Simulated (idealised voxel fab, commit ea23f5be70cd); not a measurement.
voxel lift off: a process module
Pictured: cross-section cut, 160 nm wide, on a grid of 5 nm square cells.
A cross-section is a grid of square cells, given in bands from the top down. A band is one or more rows of cells.
It is stipulated that each band's entry specify, in nanometres, the height of the top of the band and then that of its bottom, followed by the materials of the band in left-to-right sequence, each together with its width in nanometres. A single material marked by the word "edge to edge" is understood to fill the band from edge to edge; the word "air" is understood to denote empty space.
Heights from 0 (as-received wafer is one material below). Bottom band endless downward, as "0 -> down".
When a width is written as two numbers, as in "30..40", the first number is the width in the top row of cells of the band and the second is the width in its bottom row, and the width changes by the same amount from each row to the next.
You'll sometimes find "same as before" written for a step, and that's the way of saying that nowhere in the cross-section did a cell change during that step.
Any empty space of 8 cells or more lacking an open way to the top shows up in "Enclosed voids" as width x height at distance, distance from the left edge, in nm.
Past the settings on a step's line: simulator remark, on that step.
"overlay nm" denotes, for a step that has a mask, the displacement of the mask to the right of its planned place, with negative values corresponding to the left.

Process steps - plan
- 1: RECEIVE, material Si
- 2: CONFORMAL_DEP, material SiO2, thk nm 5
- 3: PATTERN, tone open, mask id LINES, material resist, width nm 15, pitch nm 30, thk nm 20, overlay nm 0
- 4: DIRECTIONAL_DEP, material Ru, thk nm 10
- 5: STRIP, etch materials resist
- 6: CONFORMAL_DEP, material SiO2, thk nm 10
All wafers enter the flow in the same state. The thk nm at step 2 differs from wafer to wafer, and the plan gives the value for the first wafer.

Cross-section of the first incoming wafer of several, state after step 1
- 0 -> down: Si edge to edge
- Enclosed voids: none

Quick key for the table: a row per wafer, taken at the end of the module. For each material it tells you how many cells the wafer gained (+) or lost (-) since it came in, and the closed voids come after
thk nm 5; +12 Ru; +110 SiO2; Enclosed voids: none
thk nm 10; +12 Ru; +142 SiO2; Enclosed voids: none
thk nm 15; +12 Ru; +174 SiO2; Enclosed voids: none
thk nm 20; +12 Ru; +206 SiO2; Enclosed voids: none
